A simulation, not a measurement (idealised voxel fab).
The following process module bears the name voxel self aligned contacts.
Section shown: cut. Width: 270 nm. Cell size: 5 nm, square.
Format of a cross-section: grid, square cells. Given as bands. Order: top down. Band: one or more rows of cells. First you get the band's top height and its bottom height, in nm, and then the materials it's made of, left to right, with each width in nm. If you see a single material with "everywhere", that one covers the band edge to edge. "air" is empty space. Convention: height 0 is the level below which the wafer, as received, is all one material. The lowest band does not terminate at the bottom but continues downward, represented as "0 -> down". Top row gets the first number, bottom row gets the second, and each row in between changes by the same step: that is how a band width like "30..40" works. The designation "nothing was modified", where it is given for a processing step, indicates that no cell of the cross-section was altered in the course of that step. Voids not open to the top, 8 cells minimum: see "Trapped cavities". Written width x height at distance; distance is from the left edge; nm. On a step's line, text after the settings is the simulator commenting on that step. Steps that use a mask can have "overlay nm" on their line. It says how far the mask sat to the right of where it was meant to be. Negative means to the left.
Listed below are the process steps as planned:
1) op RECEIVE | material Si
2) op OXIDIZE | depth nm 5
3) op DIRECTIONAL_DEP | material polySi | thk nm 30
4) op DIRECTIONAL_DEP | material SiN | thk nm 20
5) op DIRECTIONAL_DEP | material aC | thk nm 15
6) op PATTERN | tone cover | mask id GATE | material resist | width nm 25 | pitch nm 55 | thk nm 30 | overlay nm 0
7) op DIRECTIONAL_ETCH | etch materials aC | depth nm 15
8) op STRIP | etch materials resist
9) op DIRECTIONAL_ETCH | etch materials SiN | depth nm 20
10) op DIRECTIONAL_ETCH | etch materials polySi | depth nm 30
11) op STRIP | etch materials aC
12) op CONFORMAL_DEP | material SiN | thk nm 5
13) op DIRECTIONAL_ETCH | etch materials SiN | depth nm 5
14) op FILL_DEP | material SiO2 | thk nm 15
15) op CMP | height nm 60
16) op MASKED_ETCH | tone open | mask id CONTACT | width nm 40 | etch materials SiO2 | depth nm 65 | overlay nm 0
17) op CONFORMAL_DEP | material TiN | thk nm 5
18) op FILL_DEP | material W | thk nm 5
19) op CMP | height nm 60
20) op CONFORMAL_DEP | material SiCN | thk nm 5
The first of two wafers, run as planned:
The cross-section here shows the wafer as received, i.e. in its state after step 1:
  0 -> down: Si everywhere
  Trapped cavities: none
The following cross-section depicts the wafer upon completion of step 2:
  0 -> -5: SiO2 everywhere
  Everything below -5 is unchanged.
The following cross-section depicts the wafer upon completion of step 3:
  30 -> 0: polySi everywhere
  Everything below 0 is unchanged.
The following cross-section depicts the wafer upon completion of step 4:
  50 -> 30: SiN everywhere
  Everything below 30 is unchanged.
The following cross-section depicts the wafer upon completion of step 5:
  65 -> 50: aC everywhere
  Everything below 50 is unchanged.
The following cross-section depicts the wafer upon completion of step 6:
  95 -> 65: air 95; resist 25; air 30; resist 25; air 95
  Everything below 65 is unchanged.
The following cross-section depicts the wafer upon completion of step 7:
  80 -> 65: air 95; resist 25; air 30; resist 25; air 95
  65 -> 50: air 95; aC 25; air 30; aC 25; air 95
  Everything below 50 is unchanged.
The following cross-section depicts the wafer upon completion of step 8:
  65 -> 50: air 95; aC 25; air 30; aC 25; air 95
  Everything below 50 is unchanged.
The following cross-section depicts the wafer upon completion of step 9:
  65 -> 50: air 95; aC 25; air 30; aC 25; air 95
  50 -> 30: air 95; SiN 25; air 30; SiN 25; air 95
  Everything below 30 is unchanged.
The following cross-section depicts the wafer upon completion of step 10:
  65 -> 50: air 95; aC 25; air 30; aC 25; air 95
  50 -> 30: air 95; SiN 25; air 30; SiN 25; air 95
  30 -> 0: air 95; polySi 25; air 30; polySi 25; air 95
  Everything below 0 is unchanged.
The following cross-section depicts the wafer upon completion of step 11:
  50 -> 30: air 95; SiN 25; air 30; SiN 25; air 95
  Everything below 30 is unchanged.
The following cross-section depicts the wafer upon completion of step 12:
  55 -> 30: air 90; SiN 35; air 20; SiN 35; air 90
  30 -> 5: air 90; SiN 5; polySi 25; SiN 5; air 20; SiN 5; polySi 25; SiN 5; air 90
  5 -> 0: SiN 95; polySi 25; SiN 30; polySi 25; SiN 95
  Everything below 0 is unchanged.
The following cross-section depicts the wafer upon completion of step 13:
  50 -> 30: air 90; SiN 35; air 20; SiN 35; air 90
  30 -> 0: air 90; SiN 5; polySi 25; SiN 5; air 20; SiN 5; polySi 25; SiN 5; air 90
  Everything below 0 is unchanged.
The following cross-section depicts the wafer upon completion of step 14:
  65 -> 50: SiO2 everywhere
  50 -> 30: SiO2 90; SiN 35; SiO2 20; SiN 35; SiO2 90
  30 -> 0: SiO2 90; SiN 5; polySi 25; SiN 5; SiO2 20; SiN 5; polySi 25; SiN 5; SiO2 90
  Everything below 0 is unchanged.
The following cross-section depicts the wafer upon completion of step 15:
  60 -> 50: SiO2 everywhere
  Everything below 50 is unchanged.
The following cross-section depicts the wafer upon completion of step 16:
  60 -> 50: SiO2 115; air 40; SiO2 115
  50 -> 30: SiO2 90; SiN 35; air 20; SiN 35; SiO2 90
  30 -> 0: SiO2 90; SiN 5; polySi 25; SiN 5; air 20; SiN 5; polySi 25; SiN 5; SiO2 90
  0 -> -5: SiO2 125; air 20; SiO2 125
  Everything below -5 is unchanged.
The following cross-section depicts the wafer upon completion of step 17:
  65 -> 60: TiN 120; air 30; TiN 120
  60 -> 50: SiO2 115; TiN 5..15; air 30..10; TiN 5..15; SiO2 115
  50 -> 30: SiO2 90; SiN 35; TiN 5; air 10; TiN 5; SiN 35; SiO2 90
  30 -> 0: SiO2 90; SiN 5; polySi 25; SiN 5; TiN 5; air 10; TiN 5; SiN 5; polySi 25; SiN 5; SiO2 90
  0 -> -5: SiO2 125; TiN 20; SiO2 125
  Everything below -5 is unchanged.
The following cross-section depicts the wafer upon completion of step 18:
  70 -> 65: W everywhere
  65 -> 60: TiN 120; W 30; TiN 120
  60 -> 50: SiO2 115; TiN 5..15; W 30..10; TiN 5..15; SiO2 115
  50 -> 30: SiO2 90; SiN 35; TiN 5; W 10; TiN 5; SiN 35; SiO2 90
  30 -> 0: SiO2 90; SiN 5; polySi 25; SiN 5; TiN 5; W 10; TiN 5; SiN 5; polySi 25; SiN 5; SiO2 90
  Everything below 0 is unchanged.
The following cross-section depicts the wafer upon completion of step 19:
  60 -> 50: SiO2 115; TiN 5..15; W 30..10; TiN 5..15; SiO2 115
  Everything below 50 is unchanged.
The following cross-section depicts the wafer upon completion of step 20:
  65 -> 60: SiCN everywhere
  Everything below 60 is unchanged.
Companion wafer, the second of two: same beginning, same intended sequence, one mistake in carrying it out; through step 15 inclusive it tracks the first exactly:
Cross-sectional representation of the second wafer at the time designated in the plan for the completion of step 16:
  60 -> 50: air 115; SiO2 40; air 115
  50 -> 30: air 90; SiN 35; SiO2 20; SiN 35; air 90
  30 -> 0: air 90; SiN 5; polySi 25; SiN 5; SiO2 20; SiN 5; polySi 25; SiN 5; air 90
  0 -> -5: air 90; SiO2 90; air 90
  Everything below -5 is unchanged.
Cross-sectional representation of the second wafer at the time designated in the plan for the completion of step 17:
  65 -> 60: air 110; TiN 50; air 110
  60 -> 50: air 110..85; TiN 5..30; SiO2 40; TiN 5..30; air 110..85
  50 -> 30: air 85; TiN 5; SiN 35; SiO2 20; SiN 35; TiN 5; air 85
  30 -> 0: air 85; TiN 5; SiN 5; polySi 25; SiN 5; SiO2 20; SiN 5; polySi 25; SiN 5; TiN 5; air 85
  0 -> -5: TiN 90; SiO2 90; TiN 90
  Everything below -5 is unchanged.
Cross-sectional representation of the second wafer at the time designated in the plan for the completion of step 18:
  70 -> 65: W everywhere
  65 -> 60: W 110; TiN 50; W 110
  60 -> 50: W 110..85; TiN 5..30; SiO2 40; TiN 5..30; W 110..85
  50 -> 30: W 85; TiN 5; SiN 35; SiO2 20; SiN 35; TiN 5; W 85
  30 -> 0: W 85; TiN 5; SiN 5; polySi 25; SiN 5; SiO2 20; SiN 5; polySi 25; SiN 5; TiN 5; W 85
  Everything below 0 is unchanged.
Cross-sectional representation of the second wafer at the time designated in the plan for the completion of step 19:
  60 -> 50: W 110..85; TiN 5..30; SiO2 40; TiN 5..30; W 110..85
  Everything below 50 is unchanged.
Cross-sectional representation of the second wafer at the time designated in the plan for the completion of step 20:
  65 -> 60: SiCN everywhere
  Everything below 60 is unchanged.
Finding, execution versus plan: contrary to plan, step 16 was performed as op MASKED_ETCH | tone cover | mask id CONTACT | width nm 40 | etch materials SiO2 | depth nm 65 | overlay nm 0
Final cells, second wafer relative to first, materials higher or lower: -428 SiO2 | +38 TiN | +390 W
